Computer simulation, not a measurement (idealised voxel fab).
Process module in this document: voxel self aligned vias
In the cross-section labelled cut, the width is 175 nm and each square cell is 5 nm.
If you're reading a cross-section in this doc, picture square cells in a grid; it comes to you as bands, top ones listed first down to the bottom, and a band can be one or more rows of cells. Per band: top height and bottom height in nm, followed by the left-to-right materials and their widths in nm; "edge to edge" marks a single material spanning edge to edge, "blank" marks empty space. Below 0: as-received wafer, all one material; heights counted from there. Lowest band: no bottom, goes on down, written "0..down". A two-number width, for instance "30..40", indicates that the width is equal to the first number in the top row of the band and to the second number in the bottom row, and that it changes by a constant amount per row of cells. Any step labelled "stayed the same" changed none of the cells in the cross-section. Listed in "Voids lacking openings": every empty space of 8 or more cells without an open way to the top. Form: width x height at distance, the distance being from the left edge, all in nm. On a step's line, text after the settings is the simulator commenting on that step. overlay nm: right-of-plan distance of the mask on a masked step; negative values mean left-of-plan.

The process steps that were planned are listed below:
| 1 | RECEIVE with material Si |
| 2 | CONFORMAL_DEP with material SiO2, thk nm 10 |
| 3 | CONFORMAL_DEP with material SiCN, thk nm 5 |
| 4 | DIRECTIONAL_DEP with material lowk, thk nm 30 |
| 5 | PATTERN with tone open, mask id LINES, material resist, width nm 30, pitch nm 65, thk nm 15, overlay nm 0 |
| 6 | DIRECTIONAL_ETCH with etch materials lowk, depth nm 30 |
| 7 | STRIP with etch materials resist |
| 8 | CONFORMAL_DEP with material TiN, thk nm 5 |
| 9 | FILL_DEP with material W, thk nm 10 |
| 10 | CMP with height nm 45 |
| 11 | SELECTIVE_ETCH with etch materials W Ru TiN, depth nm 10 |
| 12 | FILL_DEP with material SiN, thk nm 5 |
| 13 | CMP with height nm 45 |
| 14 | DIRECTIONAL_DEP with material lowk, thk nm 20 |
| 15 | PATTERN with tone open, mask id VIAS, material resist, width nm 40, thk nm 20, overlay nm 0 |
| 16 | DIRECTIONAL_ETCH with etch materials lowk, depth nm 20 |
| 17 | DIRECTIONAL_ETCH with etch materials SiN, depth nm 10 |
| 18 | STRIP with etch materials resist |
| 19 | CONFORMAL_DEP with material TiN, thk nm 5 |
| 20 | FILL_DEP with material Cu, thk nm 10 |
| 21 | CMP with height nm 65 |
| 22 | CONFORMAL_DEP with material SiN, thk nm 5 |

Cross-section of the incoming wafer, state after step 1:
	0..down = Si edge to edge
	Voids lacking openings: none

Sectioned view, first of two wafers, at the close of the module, processed as intended in the plan:
	70..65 = SiN edge to edge
	65..50 = 35 of lowk, then 5 of TiN, then 30 of Cu, then 5 of TiN, then 100 of lowk
	50..45 = 35 of lowk, then 10 of TiN, then 20 of Cu, then 10 of TiN, then 100 of lowk
	45..40 = 40 of lowk, then 5 of TiN, then 20 of Cu, then 5 of TiN, then 35 of lowk, then 30 of SiN, then 40 of lowk
	40..35 = 40 of lowk, then 30 of TiN, then 35 of lowk, then 30 of SiN, then 40 of lowk
	35..20 = 40 of lowk, then 5 of TiN, then 20 of W, then 5 of TiN, then 35 of lowk, then 5 of TiN, then 20 of W, then 5 of TiN, then 40 of lowk
	20..15 = 40 of lowk, then 30 of TiN, then 35 of lowk, then 30 of TiN, then 40 of lowk
	15..10 = SiCN edge to edge
	10..0 = SiO2 edge to edge
	0..down = Si edge to edge
	Voids lacking openings: none

So this is wafer number two of the two, cut at the end of the module - it started where the first did and had the same plan, we just got one thing wrong running it:
	70..65 = SiN edge to edge
	65..50 = 30 of lowk, then 5 of TiN, then 40 of Cu, then 5 of TiN, then 95 of lowk
	50..45 = 30 of lowk, then 15 of TiN, then 20 of Cu, then 15 of TiN, then 95 of lowk
	45..40 = 40 of lowk, then 5 of TiN, then 20 of Cu, then 5 of TiN, then 35 of lowk, then 30 of SiN, then 40 of lowk
	40..35 = 40 of lowk, then 30 of TiN, then 35 of lowk, then 30 of SiN, then 40 of lowk
	35..20 = 40 of lowk, then 5 of TiN, then 20 of W, then 5 of TiN, then 35 of lowk, then 5 of TiN, then 20 of W, then 5 of TiN, then 40 of lowk
	20..15 = 40 of lowk, then 30 of TiN, then 35 of lowk, then 30 of TiN, then 40 of lowk
	15..10 = SiCN edge to edge
	10..0 = SiO2 edge to edge
	0..down = Si edge to edge
	Voids lacking openings: none
Short version of what went wrong: step 15 off recipe, ran as PATTERN with tone open, mask id VIAS, material resist, width nm 50, thk nm 20, overlay nm 0
Final difference in cells, second wafer against first, listed per material as more or fewer: +6 Cu, +2 TiN, -8 lowk
